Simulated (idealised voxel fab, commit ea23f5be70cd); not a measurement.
The process module presented herein is designated voxel transistor to metal.
Section cut is 285 nm wide and gridded with 5 nm square cells.
Heads up, the way a cross-section reads in here is a grid of square cells, handed over as bands from the top down, with every band being one or more rows of cells.
Heads up on the band format: heights come first, top then bottom, in nm. After that it's the materials left to right, each with its width in nm. A single material flagged "full width" fills the whole band edge to edge, and "empty" means there's empty space there.
Height datum 0, below which the as-received substrate wafer is one material. Lowest band open at the bottom, running downward: "0 -> down".
So if you see something like "30..40" for the width, read it as the top row of the band sitting at the first number and the bottom row at the second, with every row in between moving by the same amount as the last.
For the purposes of this document, the phrase "stayed the same" attached to a step denotes that no cell within the cross-section was modified by that step.
Each empty space that has no open way to the top and spans at least 8 cells appears under "Closed void inventory" as width x height at distance, the distance counted from the left edge, all in nm.
If you see something after the settings on a step's line, that's the simulator's own remark about that step.
"overlay nm" on a masked step: distance the mask lay right of its planned place, negative for left.
Guide to the pairs. Each holds a before and an after cross-section around one process step; the after cross-section is cut off at the lowest band that changed. Look under the pair for the step between them and its settings. Pairs can come from different runs of this module on the same starting wafer, so a pair follows on from the one above it only where its entry headed "Ahead of processing" says it does.

## Ahead of processing
> 0 -> down  Si full width
> Closed void inventory: none

## Structure After Step
> 5 -> 0  SiO2 full width
> For the remainder of the cross-section, below 0, there is no change.
> Closed void inventory: none
Connecting step for the cross-sections above: CONFORMAL_DEP [material SiO2] [thk nm 5]

Ahead of processing: Please consult the pair immediately above; the cross-section it shows after its step is the state before this step.

## Structure After Step
> 15 -> 5  SiN full width
> For the remainder of the cross-section, below 5, there is no change.
> Closed void inventory: none
Connecting step for the cross-sections above: CONFORMAL_DEP [material SiN] [thk nm 10]

Ahead of processing: Please consult the pair immediately above; the cross-section it shows after its step is the state before this step.

## Structure After Step
> 30 -> 15  empty 15 nm; resist 115 nm; empty 25 nm; resist 115 nm; empty 15 nm
> For the remainder of the cross-section, below 15, there is no change.
> Closed void inventory: none
Connecting step for the cross-sections above: PATTERN [tone cover] [mask id ACTIVE] [material resist] [width nm 115] [pitch nm 140] [thk nm 15] [overlay nm 0]

Ahead of processing: Please consult the pair immediately above; the cross-section it shows after its step is the state before this step.

## Structure After Step
> 30 -> 15  empty 15 nm; resist 115 nm; empty 25 nm; resist 115 nm; empty 15 nm
> 15 -> 5  empty 15 nm; SiN 115 nm; empty 25 nm; SiN 115 nm; empty 15 nm
> For the remainder of the cross-section, below 5, there is no change.
> Closed void inventory: none
Connecting step for the cross-sections above: DIRECTIONAL_ETCH [etch materials SiN] [depth nm 10]

Ahead of processing: Please consult the pair immediately above; the cross-section it shows after its step is the state before this step.

## Structure After Step
> 30 -> 15  empty 15 nm; resist 115 nm; empty 25 nm; resist 115 nm; empty 15 nm
> 15 -> 5  empty 15 nm; SiN 115 nm; empty 25 nm; SiN 115 nm; empty 15 nm
> 5 -> 0  empty 15 nm; SiO2 115 nm; empty 25 nm; SiO2 115 nm; empty 15 nm
> For the remainder of the cross-section, below 0, there is no change.
> Closed void inventory: none
Connecting step for the cross-sections above: DIRECTIONAL_ETCH [etch materials SiO2] [depth nm 5]

Ahead of processing: Please consult the pair immediately above; the cross-section it shows after its step is the state before this step.

## Structure After Step
> 30 -> 15  empty 15 nm; resist 115 nm; empty 25 nm; resist 115 nm; empty 15 nm
> 15 -> 5  empty 15 nm; SiN 115 nm; empty 25 nm; SiN 115 nm; empty 15 nm
> 5 -> 0  empty 15 nm; SiO2 115 nm; empty 25 nm; SiO2 115 nm; empty 15 nm
> 0 -> -25  empty 15 nm; Si 115 nm; empty 25 nm; Si 115 nm; empty 15 nm
> For the remainder of the cross-section, below -25, there is no change.
> Closed void inventory: none
Connecting step for the cross-sections above: DIRECTIONAL_ETCH [etch materials Si] [depth nm 25]

Ahead of processing: Please consult the pair immediately above; the cross-section it shows after its step is the state before this step.

## Structure After Step
> 15 -> 5  empty 15 nm; SiN 115 nm; empty 25 nm; SiN 115 nm; empty 15 nm
> For the remainder of the cross-section, below 5, there is no change.
> Closed void inventory: none
Connecting step for the cross-sections above: STRIP [etch materials resist]

Ahead of processing: Please consult the pair immediately above; the cross-section it shows after its step is the state before this step.

## Structure After Step
> 15 -> 5  empty 15 nm; SiN 115 nm; empty 25 nm; SiN 115 nm; empty 15 nm
> 5 -> 0  empty 15 nm; SiO2 115 nm; empty 25 nm; SiO2 115 nm; empty 15 nm
> 0 -> -25  empty 15 nm; SiO2 5 nm; Si 105 nm; SiO2 5 nm; empty 25 nm; SiO2 5 nm; Si 105 nm; SiO2 5 nm; empty 15 nm
> -25 -> -30  SiO2 20 nm; Si 105 nm; SiO2 35 nm; Si 105 nm; SiO2 20 nm
> For the remainder of the cross-section, below -30, there is no change.
> Closed void inventory: none
Connecting step for the cross-sections above: OXIDIZE [depth nm 5]

Ahead of processing: Please consult the pair immediately above; the cross-section it shows after its step is the state before this step.

## Structure After Step
> 20 -> 15  SiO2 full width
> 15 -> 5  SiO2 15 nm; SiN 115 nm; SiO2 25 nm; SiN 115 nm; SiO2 15 nm
> 5 -> 0  SiO2 full width
> 0 -> -30  SiO2 20 nm; Si 105 nm; SiO2 35 nm; Si 105 nm; SiO2 20 nm
> For the remainder of the cross-section, below -30, there is no change.
> Closed void inventory: none
Connecting step for the cross-sections above: FILL_DEP [material SiO2] [thk nm 5]

Ahead of processing: Please consult the pair immediately above; the cross-section it shows after its step is the state before this step.

## Structure After Step
> 15 -> 5  SiO2 15 nm; SiN 115 nm; SiO2 25 nm; SiN 115 nm; SiO2 15 nm
> For the remainder of the cross-section, below 5, there is no change.
> Closed void inventory: none
Connecting step for the cross-sections above: CMP [height nm 15]

Ahead of processing: Please consult the pair immediately above; the cross-section it shows after its step is the state before this step.

## Structure After Step
> 15 -> 10  empty 15 nm; SiN 115 nm; empty 25 nm; SiN 115 nm; empty 15 nm
> For the remainder of the cross-section, below 10, there is no change.
> Closed void inventory: none
Connecting step for the cross-sections above: SELECTIVE_ETCH [etch materials SiO2] [depth nm 5]

Ahead of processing: Please consult the pair immediately above; the cross-section it shows after its step is the state before this step.

## Structure After Step
> 10 -> 5  SiO2 15 nm; empty 115 nm; SiO2 25 nm; empty 115 nm; SiO2 15 nm
> For the remainder of the cross-section, below 5, there is no change.
> Closed void inventory: none
Connecting step for the cross-sections above: STRIP [etch materials SiN]

Ahead of processing: Please consult the pair immediately above; the cross-section it shows after its step is the state before this step.

## Structure After Step
> 5 -> 0  SiO2 10 nm; empty 125 nm; SiO2 15 nm; empty 125 nm; SiO2 10 nm
> For the remainder of the cross-section, below 0, there is no change.
> Closed void inventory: none
Connecting step for the cross-sections above: SELECTIVE_ETCH [etch materials SiO2] [depth nm 5]

Ahead of processing: Please consult the pair immediately above; the cross-section it shows after its step is the state before this step.

## Structure After Step
> 5 -> 0  SiO2 10 nm; empty 125 nm; SiO2 15 nm; empty 125 nm; SiO2 10 nm
> 0 -> -5  SiO2 full width
> For the remainder of the cross-section, below -5, there is no change.
> Closed void inventory: none
Connecting step for the cross-sections above: OXIDIZE [depth nm 5]

Ahead of processing: Please consult the pair immediately above; the cross-section it shows after its step is the state before this step.

## Structure After Step
> 30 -> 25  polySi 10 nm; empty 125 nm; polySi 15 nm; empty 125 nm; polySi 10 nm
> 25 -> 5  polySi full width
> 5 -> 0  SiO2 10 nm; polySi 125 nm; SiO2 15 nm; polySi 125 nm; SiO2 10 nm
> For the remainder of the cross-section, below 0, there is no change.
> Closed void inventory: none
Connecting step for the cross-sections above: DIRECTIONAL_DEP [material polySi] [thk nm 25]

Ahead of processing: Please consult the pair immediately above; the cross-section it shows after its step is the state before this step.

## Structure After Step
> 40 -> 35  SiCN 10 nm; empty 125 nm; SiCN 15 nm; empty 125 nm; SiCN 10 nm
> 35 -> 30  SiCN full width
> 30 -> 25  polySi 10 nm; SiCN 125 nm; polySi 15 nm; SiCN 125 nm; polySi 10 nm
> For the remainder of the cross-section, below 25, there is no change.
> Closed void inventory: none
Connecting step for the cross-sections above: DIRECTIONAL_DEP [material SiCN] [thk nm 10]

Ahead of processing: Please consult the pair immediately above; the cross-section it shows after its step is the state before this step.

## Structure After Step
> 60 -> 40  empty 60 nm; resist 25 nm; empty 115 nm; resist 25 nm; empty 60 nm
> 40 -> 35  SiCN 10 nm; empty 50 nm; resist 25 nm; empty 50 nm; SiCN 15 nm; empty 50 nm; resist 25 nm; empty 50 nm; SiCN 10 nm
> For the remainder of the cross-section, below 35, there is no change.
> Closed void inventory: none
Connecting step for the cross-sections above: PATTERN [tone cover] [mask id GATE] [material resist] [width nm 25] [pitch nm 140] [thk nm 20] [overlay nm 0]

Ahead of processing: Please consult the pair immediately above; the cross-section it shows after its step is the state before this step.

## Structure After Step
> 60 -> 35  empty 60 nm; resist 25 nm; empty 115 nm; resist 25 nm; empty 60 nm
> 35 -> 30  empty 60 nm; SiCN 25 nm; empty 115 nm; SiCN 25 nm; empty 60 nm
> 30 -> 25  polySi 10 nm; empty 50 nm; SiCN 25 nm; empty 50 nm; polySi 15 nm; empty 50 nm; SiCN 25 nm; empty 50 nm; polySi 10 nm
> For the remainder of the cross-section, below 25, there is no change.
> Closed void inventory: none
Connecting step for the cross-sections above: DIRECTIONAL_ETCH [etch materials SiCN] [depth nm 20]

Ahead of processing: Please consult the pair immediately above; the cross-section it shows after its step is the state before this step.

## Structure After Step
> 60 -> 35  empty 60 nm; resist 25 nm; empty 115 nm; resist 25 nm; empty 60 nm
> 35 -> 25  empty 60 nm; SiCN 25 nm; empty 115 nm; SiCN 25 nm; empty 60 nm
> 25 -> 5  empty 60 nm; polySi 25 nm; empty 115 nm; polySi 25 nm; empty 60 nm
> 5 -> 0  SiO2 10 nm; empty 50 nm; polySi 25 nm; empty 50 nm; SiO2 15 nm; empty 50 nm; polySi 25 nm; empty 50 nm; SiO2 10 nm
> For the remainder of the cross-section, below 0, there is no change.
> Closed void inventory: none
Connecting step for the cross-sections above: DIRECTIONAL_ETCH [etch materials polySi] [depth nm 35]

Ahead of processing: Please consult the pair immediately above; the cross-section it shows after its step is the state before this step.

## Structure After Step
> 35 -> 25  empty 60 nm; SiCN 25 nm; empty 115 nm; SiCN 25 nm; empty 60 nm
> For the remainder of the cross-section, below 25, there is no change.
> Closed void inventory: none
Connecting step for the cross-sections above: STRIP [etch materials resist]

Ahead of processing: Please consult the pair immediately above; the cross-section it shows after its step is the state before this step.

## Structure After Step
> 40 -> 35  empty 55 nm; SiO2 35 nm; empty 105 nm; SiO2 35 nm; empty 55 nm
> 35 -> 25  empty 55 nm; SiO2 5 nm; SiCN 25 nm; SiO2 5 nm; empty 105 nm; SiO2 5 nm; SiCN 25 nm; SiO2 5 nm; empty 55 nm
> 25 -> 10  empty 55 nm; SiO2 5 nm; polySi 25 nm; SiO2 5 nm; empty 105 nm; SiO2 5 nm; polySi 25 nm; SiO2 5 nm; empty 55 nm
> 10 -> 5  SiO2 15 nm; empty 40 nm; SiO2 5 nm; polySi 25 nm; SiO2 5 nm; empty 40 nm; SiO2 25 nm; empty 40 nm; SiO2 5 nm; polySi 25 nm; SiO2 5 nm; empty 40 nm; SiO2 15 nm
> 5 -> 0  SiO2 60 nm; polySi 25 nm; SiO2 115 nm; polySi 25 nm; SiO2 60 nm
> For the remainder of the cross-section, below 0, there is no change.
> Closed void inventory: none
Connecting step for the cross-sections above: CONFORMAL_DEP [material SiO2] [thk nm 5]

Ahead of processing: Please consult the pair immediately above; the cross-section it shows after its step is the state before this step.

## Structure After Step
> 35 -> 25  empty 55 nm; SiO2 5 nm; SiCN 25 nm; SiO2 5 nm; empty 105 nm; SiO2 5 nm; SiCN 25 nm; SiO2 5 nm; empty 55 nm
> 25 -> 5  empty 55 nm; SiO2 5 nm; polySi 25 nm; SiO2 5 nm; empty 105 nm; SiO2 5 nm; polySi 25 nm; SiO2 5 nm; empty 55 nm
> 5 -> 0  SiO2 15 nm; empty 40 nm; SiO2 5 nm; polySi 25 nm; SiO2 5 nm; empty 40 nm; SiO2 25 nm; empty 40 nm; SiO2 5 nm; polySi 25 nm; SiO2 5 nm; empty 40 nm; SiO2 15 nm
> For the remainder of the cross-section, below 0, there is no change.
> Closed void inventory: none
Connecting step for the cross-sections above: DIRECTIONAL_ETCH [etch materials SiO2] [depth nm 5]

Ahead of processing: Please consult the pair immediately above; the cross-section it shows after its step is the state before this step.

## Structure After Step
> 45 -> 35  empty 45 nm; SiN 55 nm; empty 85 nm; SiN 55 nm; empty 45 nm
> 35 -> 25  empty 45 nm; SiN 10 nm; SiO2 5 nm; SiCN 25 nm; SiO2 5 nm; SiN 10 nm; empty 85 nm; SiN 10 nm; SiO2 5 nm; SiCN 25 nm; SiO2 5 nm; SiN 10 nm; empty 45 nm
> 25 -> 15  empty 45 nm; SiN 10 nm; SiO2 5 nm; polySi 25 nm; SiO2 5 nm; SiN 10 nm; empty 85 nm; SiN 10 nm; SiO2 5 nm; polySi 25 nm; SiO2 5 nm; SiN 10 nm; empty 45 nm
> 15 -> 10  SiN 25 nm; empty 20 nm; SiN 10 nm; SiO2 5 nm; polySi 25 nm; SiO2 5 nm; SiN 10 nm; empty 20 nm; SiN 45 nm; empty 20 nm; SiN 10 nm; SiO2 5 nm; polySi 25 nm; SiO2 5 nm; SiN 10 nm; empty 20 nm; SiN 25 nm
> 10 -> 5  SiN 55 nm; SiO2 5 nm; polySi 25 nm; SiO2 5 nm; SiN 105 nm; SiO2 5 nm; polySi 25 nm; SiO2 5 nm; SiN 55 nm
> 5 -> 0  SiO2 15 nm; SiN 40 nm; SiO2 5 nm; polySi 25 nm; SiO2 5 nm; SiN 40 nm; SiO2 25 nm; SiN 40 nm; SiO2 5 nm; polySi 25 nm; SiO2 5 nm; SiN 40 nm; SiO2 15 nm
> For the remainder of the cross-section, below 0, there is no change.
> Closed void inventory: none
Connecting step for the cross-sections above: CONFORMAL_DEP [material SiN] [thk nm 10]

Ahead of processing: Please consult the pair immediately above; the cross-section it shows after its step is the state before this step.

## Structure After Step
> 35 -> 25  empty 45 nm; SiN 10 nm; SiO2 5 nm; SiCN 25 nm; SiO2 5 nm; SiN 10 nm; empty 85 nm; SiN 10 nm; SiO2 5 nm; SiCN 25 nm; SiO2 5 nm; SiN 10 nm; empty 45 nm
> 25 -> 5  empty 45 nm; SiN 10 nm; SiO2 5 nm; polySi 25 nm; SiO2 5 nm; SiN 10 nm; empty 85 nm; SiN 10 nm; SiO2 5 nm; polySi 25 nm; SiO2 5 nm; SiN 10 nm; empty 45 nm
> 5 -> 0  SiO2 15 nm; SiN 10 nm; empty 20 nm; SiN 10 nm; SiO2 5 nm; polySi 25 nm; SiO2 5 nm; SiN 10 nm; empty 20 nm; SiN 10 nm; SiO2 25 nm; SiN 10 nm; empty 20 nm; SiN 10 nm; SiO2 5 nm; polySi 25 nm; SiO2 5 nm; SiN 10 nm; empty 20 nm; SiN 10 nm; SiO2 15 nm
> For the remainder of the cross-section, below 0, there is no change.
> Closed void inventory: none
Connecting step for the cross-sections above: DIRECTIONAL_ETCH [etch materials SiN] [depth nm 10]

Ahead of processing: Please consult the pair immediately above; the cross-section it shows after its step is the state before this step.

## Structure After Step
> 35 -> 30  empty 45 nm; SiN 10 nm; empty 5 nm; SiCN 25 nm; empty 5 nm; SiN 10 nm; empty 85 nm; SiN 10 nm; empty 5 nm; SiCN 25 nm; empty 5 nm; SiN 10 nm; empty 45 nm
> 30 -> 25  empty 45 nm; SiN 10 nm; SiO2 5 nm; SiCN 25 nm; SiO2 5 nm; SiN 10 nm; empty 85 nm; SiN 10 nm; SiO2 5 nm; SiCN 25 nm; SiO2 5 nm; SiN 10 nm; empty 45 nm
> 25 -> 5  empty 45 nm; SiN 10 nm; SiO2 5 nm; polySi 25 nm; SiO2 5 nm; SiN 10 nm; empty 85 nm; SiN 10 nm; SiO2 5 nm; polySi 25 nm; SiO2 5 nm; SiN 10 nm; empty 45 nm
> 5 -> 0  empty 15 nm; SiN 10 nm; empty 20 nm; SiN 10 nm; SiO2 5 nm; polySi 25 nm; SiO2 5 nm; SiN 10 nm; empty 20 nm; SiN 10 nm; empty 25 nm; SiN 10 nm; empty 20 nm; SiN 10 nm; SiO2 5 nm; polySi 25 nm; SiO2 5 nm; SiN 10 nm; empty 20 nm; SiN 10 nm; empty 15 nm
> 0 -> -5  SiO2 25 nm; empty 20 nm; SiO2 55 nm; empty 20 nm; SiO2 45 nm; empty 20 nm; SiO2 55 nm; empty 20 nm; SiO2 25 nm
> For the remainder of the cross-section, below -5, there is no change.
> Closed void inventory: none
Connecting step for the cross-sections above: DIRECTIONAL_ETCH [etch materials SiO2] [depth nm 5]

Ahead of processing: Please consult the pair immediately above; the cross-section it shows after its step is the state before this step.

## Structure After Step
> 35 -> 30  empty 45 nm; SiN 10 nm; empty 5 nm; SiCN 25 nm; empty 5 nm; SiN 10 nm; empty 85 nm; SiN 10 nm; empty 5 nm; SiCN 25 nm; empty 5 nm; SiN 10 nm; empty 45 nm
> 30 -> 25  empty 45 nm; SiN 10 nm; SiO2 5 nm; SiCN 25 nm; SiO2 5 nm; SiN 10 nm; empty 85 nm; SiN 10 nm; SiO2 5 nm; SiCN 25 nm; SiO2 5 nm; SiN 10 nm; empty 45 nm
> 25 -> 5  empty 45 nm; SiN 10 nm; SiO2 5 nm; polySi 25 nm; SiO2 5 nm; SiN 10 nm; empty 85 nm; SiN 10 nm; SiO2 5 nm; polySi 25 nm; SiO2 5 nm; SiN 10 nm; empty 45 nm
> 5 -> 0  empty 15 nm; SiN 10 nm; empty 20 nm; SiN 10 nm; SiO2 5 nm; polySi 25 nm; SiO2 5 nm; SiN 10 nm; empty 20 nm; SiN 10 nm; empty 25 nm; SiN 10 nm; empty 20 nm; SiN 10 nm; SiO2 5 nm; polySi 25 nm; SiO2 5 nm; SiN 10 nm; empty 20 nm; SiN 10 nm; empty 15 nm
> 0 -> -5  SiO2 25 nm; empty 20 nm; SiO2 55 nm; empty 20 nm; SiO2 45 nm; empty 20 nm; SiO2 55 nm; empty 20 nm; SiO2 25 nm
> -5 -> -10  SiO2 20 nm; Si 5 nm; empty 20 nm; Si 55 nm; empty 20 nm; Si 5 nm; SiO2 35 nm; Si 5 nm; empty 20 nm; Si 55 nm; empty 20 nm; Si 5 nm; SiO2 20 nm
> For the remainder of the cross-section, below -10, there is no change.
> Closed void inventory: none
Connecting step for the cross-sections above: DIRECTIONAL_ETCH [etch materials Si] [depth nm 5]

Ahead of processing: Please consult the pair immediately above; the cross-section it shows after its step is the state before this step.

## Structure After Step
> 35 -> 30  empty 45 nm; SiN 10 nm; empty 5 nm; SiCN 25 nm; empty 5 nm; SiN 10 nm; empty 85 nm; SiN 10 nm; empty 5 nm; SiCN 25 nm; empty 5 nm; SiN 10 nm; empty 45 nm
> 30 -> 25  empty 45 nm; SiN 10 nm; SiO2 5 nm; SiCN 25 nm; SiO2 5 nm; SiN 10 nm; empty 85 nm; SiN 10 nm; SiO2 5 nm; SiCN 25 nm; SiO2 5 nm; SiN 10 nm; empty 45 nm
> 25 -> 5  empty 45 nm; SiN 10 nm; SiO2 5 nm; polySi 25 nm; SiO2 5 nm; SiN 10 nm; empty 85 nm; SiN 10 nm; SiO2 5 nm; polySi 25 nm; SiO2 5 nm; SiN 10 nm; empty 45 nm
> 5 -> 0  empty 15 nm; SiN 10 nm; empty 20 nm; SiN 10 nm; SiO2 5 nm; polySi 25 nm; SiO2 5 nm; SiN 10 nm; empty 20 nm; SiN 10 nm; empty 25 nm; SiN 10 nm; empty 20 nm; SiN 10 nm; SiO2 5 nm; polySi 25 nm; SiO2 5 nm; SiN 10 nm; empty 20 nm; SiN 10 nm; empty 15 nm
> 0 -> -5  SiO2 25 nm; nSi 5 nm; empty 10 nm; nSi 5 nm; SiO2 55 nm; nSi 5 nm; empty 10 nm; nSi 5 nm; SiO2 45 nm; nSi 5 nm; empty 10 nm; nSi 5 nm; SiO2 55 nm; nSi 5 nm; empty 10 nm; nSi 5 nm; SiO2 25 nm
> -5 -> -10  SiO2 20 nm; Si 5 nm; nSi 20 nm; Si 55 nm; nSi 20 nm; Si 5 nm; SiO2 35 nm; Si 5 nm; nSi 20 nm; Si 55 nm; nSi 20 nm; Si 5 nm; SiO2 20 nm
> For the remainder of the cross-section, below -10, there is no change.
> Closed void inventory: none
Connecting step for the cross-sections above: EPI [material nSi] [thk nm 5]

Ahead of processing: Please consult the pair immediately above; the cross-section it shows after its step is the state before this step.

## Structure After Step
> 40 -> 35  SiO2 full width
> 35 -> 25  SiO2 45 nm; SiN 10 nm; SiO2 5 nm; SiCN 25 nm; SiO2 5 nm; SiN 10 nm; SiO2 85 nm; SiN 10 nm; SiO2 5 nm; SiCN 25 nm; SiO2 5 nm; SiN 10 nm; SiO2 45 nm
> 25 -> 5  SiO2 45 nm; SiN 10 nm; SiO2 5 nm; polySi 25 nm; SiO2 5 nm; SiN 10 nm; SiO2 85 nm; SiN 10 nm; SiO2 5 nm; polySi 25 nm; SiO2 5 nm; SiN 10 nm; SiO2 45 nm
> 5 -> 0  SiO2 15 nm; SiN 10 nm; SiO2 20 nm; SiN 10 nm; SiO2 5 nm; polySi 25 nm; SiO2 5 nm; SiN 10 nm; SiO2 20 nm; SiN 10 nm; SiO2 25 nm; SiN 10 nm; SiO2 20 nm; SiN 10 nm; SiO2 5 nm; polySi 25 nm; SiO2 5 nm; SiN 10 nm; SiO2 20 nm; SiN 10 nm; SiO2 15 nm
> 0 -> -5  SiO2 25 nm; nSi 5 nm; SiO2 10 nm; nSi 5 nm; SiO2 55 nm; nSi 5 nm; SiO2 10 nm; nSi 5 nm; SiO2 45 nm; nSi 5 nm; SiO2 10 nm; nSi 5 nm; SiO2 55 nm; nSi 5 nm; SiO2 10 nm; nSi 5 nm; SiO2 25 nm
> For the remainder of the cross-section, below -5, there is no change.
> Closed void inventory: none
Connecting step for the cross-sections above: FILL_DEP [material SiO2] [thk nm 5]

Ahead of processing: Please consult the pair immediately above; the cross-section it shows after its step is the state before this step.

## Structure After Step
> 35 -> 25  SiO2 45 nm; SiN 10 nm; SiO2 5 nm; SiCN 25 nm; SiO2 5 nm; SiN 10 nm; SiO2 85 nm; SiN 10 nm; SiO2 5 nm; SiCN 25 nm; SiO2 5 nm; SiN 10 nm; SiO2 45 nm
> For the remainder of the cross-section, below 25, there is no change.
> Closed void inventory: none
Connecting step for the cross-sections above: CMP [height nm 35]

Ahead of processing: Please consult the pair immediately above; the cross-section it shows after its step is the state before this step.

## Structure After Step
> 45 -> 35  SiO2 full width
> For the remainder of the cross-section, below 35, there is no change.
> Closed void inventory: none
Connecting step for the cross-sections above: DIRECTIONAL_DEP [material SiO2] [thk nm 10]

Ahead of processing: Please consult the pair immediately above; the cross-section it shows after its step is the state before this step.

## Structure After Step
> 55 -> 45  aC full width
> For the remainder of the cross-section, below 45, there is no change.
> Closed void inventory: none
Connecting step for the cross-sections above: DIRECTIONAL_DEP [material aC] [thk nm 10]

Ahead of processing: Please consult the pair immediately above; the cross-section it shows after its step is the state before this step.

## Structure After Step
> 85 -> 55  resist 20 nm; empty 35 nm; resist 35 nm; empty 35 nm; resist 35 nm; empty 35 nm; resist 35 nm; empty 35 nm; resist 20 nm
> For the remainder of the cross-section, below 55, there is no change.
> Closed void inventory: none
Connecting step for the cross-sections above: PATTERN [tone open] [mask id CONTACT] [material resist] [width nm 35] [pitch nm 70] [thk nm 30] [overlay nm 0]

Ahead of processing: Please consult the pair immediately above; the cross-section it shows after its step is the state before this step.

## Structure After Step
> 75 -> 55  resist 20 nm; empty 35 nm; resist 35 nm; empty 35 nm; resist 35 nm; empty 35 nm; resist 35 nm; empty 35 nm; resist 20 nm
> 55 -> 45  aC 20 nm; empty 35 nm; aC 35 nm; empty 35 nm; aC 35 nm; empty 35 nm; aC 35 nm; empty 35 nm; aC 20 nm
> For the remainder of the cross-section, below 45, there is no change.
> Closed void inventory: none
Connecting step for the cross-sections above: DIRECTIONAL_ETCH [etch materials aC] [depth nm 10]

Ahead of processing: Please consult the pair immediately above; the cross-section it shows after its step is the state before this step.

## Structure After Step
> 55 -> 45  aC 20 nm; empty 35 nm; aC 35 nm; empty 35 nm; aC 35 nm; empty 35 nm; aC 35 nm; empty 35 nm; aC 20 nm
> For the remainder of the cross-section, below 45, there is no change.
> Closed void inventory: none
Connecting step for the cross-sections above: STRIP [etch materials resist]

Ahead of processing: Please consult the pair immediately above; the cross-section it shows after its step is the state before this step.

## Structure After Step
> 55 -> 45  aC 20 nm; empty 35 nm; aC 35 nm; empty 35 nm; aC 35 nm; empty 35 nm; aC 35 nm; empty 35 nm; aC 20 nm
> 45 -> 35  SiO2 20 nm; empty 35 nm; SiO2 35 nm; empty 35 nm; SiO2 35 nm; empty 35 nm; SiO2 35 nm; empty 35 nm; SiO2 20 nm
> 35 -> 25  SiO2 20 nm; empty 25 nm; SiN 10 nm; SiO2 5 nm; SiCN 25 nm; SiO2 5 nm; SiN 10 nm; empty 25 nm; SiO2 35 nm; empty 25 nm; SiN 10 nm; SiO2 5 nm; SiCN 25 nm; SiO2 5 nm; SiN 10 nm; empty 25 nm; SiO2 20 nm
> 25 -> 5  SiO2 20 nm; empty 25 nm; SiN 10 nm; SiO2 5 nm; polySi 25 nm; SiO2 5 nm; SiN 10 nm; empty 25 nm; SiO2 35 nm; empty 25 nm; SiN 10 nm; SiO2 5 nm; polySi 25 nm; SiO2 5 nm; SiN 10 nm; empty 25 nm; SiO2 20 nm
> 5 -> 0  SiO2 15 nm; SiN 10 nm; empty 20 nm; SiN 10 nm; SiO2 5 nm; polySi 25 nm; SiO2 5 nm; SiN 10 nm; empty 20 nm; SiN 10 nm; SiO2 25 nm; SiN 10 nm; empty 20 nm; SiN 10 nm; SiO2 5 nm; polySi 25 nm; SiO2 5 nm; SiN 10 nm; empty 20 nm; SiN 10 nm; SiO2 15 nm
> 0 -> -5  SiO2 25 nm; nSi 5 nm; empty 10 nm; nSi 5 nm; SiO2 55 nm; nSi 5 nm; empty 10 nm; nSi 5 nm; SiO2 45 nm; nSi 5 nm; empty 10 nm; nSi 5 nm; SiO2 55 nm; nSi 5 nm; empty 10 nm; nSi 5 nm; SiO2 25 nm
> For the remainder of the cross-section, below -5, there is no change.
> Closed void inventory: none
Connecting step for the cross-sections above: DIRECTIONAL_ETCH [etch materials SiO2] [depth nm 50]

Ahead of processing: Please consult the pair immediately above; the cross-section it shows after its step is the state before this step.

## Structure After Step
> 45 -> 35  SiO2 20 nm; empty 35 nm; SiO2 35 nm; empty 35 nm; SiO2 35 nm; empty 35 nm; SiO2 35 nm; empty 35 nm; SiO2 20 nm
> For the remainder of the cross-section, below 35, there is no change.
> Closed void inventory: none
Connecting step for the cross-sections above: STRIP [etch materials aC]

Ahead of processing: Please consult the pair immediately above; the cross-section it shows after its step is the state before this step.

## Structure After Step
> 50 -> 45  TiN 25 nm; empty 25 nm; TiN 45 nm; empty 25 nm; TiN 45 nm; empty 25 nm; TiN 45 nm; empty 25 nm; TiN 25 nm
> 45 -> 35  SiO2 20 nm; TiN 5 nm; empty 25..15 nm; TiN 5..15 nm; SiO2 35 nm; TiN 5..15 nm; empty 25..15 nm; TiN 5 nm; SiO2 35 nm; TiN 5 nm; empty 25..15 nm; TiN 5..15 nm; SiO2 35 nm; TiN 5..15 nm; empty 25..15 nm; TiN 5 nm; SiO2 20 nm
> 35 -> 25  SiO2 20 nm; TiN 5 nm; empty 15 nm; TiN 5 nm; SiN 10 nm; SiO2 5 nm; SiCN 25 nm; SiO2 5 nm; SiN 10 nm; TiN 5 nm; empty 15 nm; TiN 5 nm; SiO2 35 nm; TiN 5 nm; empty 15 nm; TiN 5 nm; SiN 10 nm; SiO2 5 nm; SiCN 25 nm; SiO2 5 nm; SiN 10 nm; TiN 5 nm; empty 15 nm; TiN 5 nm; SiO2 20 nm
> 25 -> 10  SiO2 20 nm; TiN 5 nm; empty 15 nm; TiN 5 nm; SiN 10 nm; SiO2 5 nm; polySi 25 nm; SiO2 5 nm; SiN 10 nm; TiN 5 nm; empty 15 nm; TiN 5 nm; SiO2 35 nm; TiN 5 nm; empty 15 nm; TiN 5 nm; SiN 10 nm; SiO2 5 nm; polySi 25 nm; SiO2 5 nm; SiN 10 nm; TiN 5 nm; empty 15 nm; TiN 5 nm; SiO2 20 nm
> 10 -> 5  SiO2 20 nm; TiN 10 nm; empty 10 nm; TiN 5 nm; SiN 10 nm; SiO2 5 nm; polySi 25 nm; SiO2 5 nm; SiN 10 nm; TiN 5 nm; empty 10 nm; TiN 10 nm; SiO2 35 nm; TiN 10 nm; empty 10 nm; TiN 5 nm; SiN 10 nm; SiO2 5 nm; polySi 25 nm; SiO2 5 nm; SiN 10 nm; TiN 5 nm; empty 10 nm; TiN 10 nm; SiO2 20 nm
> 5 -> 0  SiO2 15 nm; SiN 10 nm; TiN 20 nm; SiN 10 nm; SiO2 5 nm; polySi 25 nm; SiO2 5 nm; SiN 10 nm; TiN 20 nm; SiN 10 nm; SiO2 25 nm; SiN 10 nm; TiN 20 nm; SiN 10 nm; SiO2 5 nm; polySi 25 nm; SiO2 5 nm; SiN 10 nm; TiN 20 nm; SiN 10 nm; SiO2 15 nm
> 0 -> -5  SiO2 25 nm; nSi 5 nm; TiN 10 nm; nSi 5 nm; SiO2 55 nm; nSi 5 nm; TiN 10 nm; nSi 5 nm; SiO2 45 nm; nSi 5 nm; TiN 10 nm; nSi 5 nm; SiO2 55 nm; nSi 5 nm; TiN 10 nm; nSi 5 nm; SiO2 25 nm
> For the remainder of the cross-section, below -5, there is no change.
> Closed void inventory: none
Connecting step for the cross-sections above: CONFORMAL_DEP [material TiN] [thk nm 5]
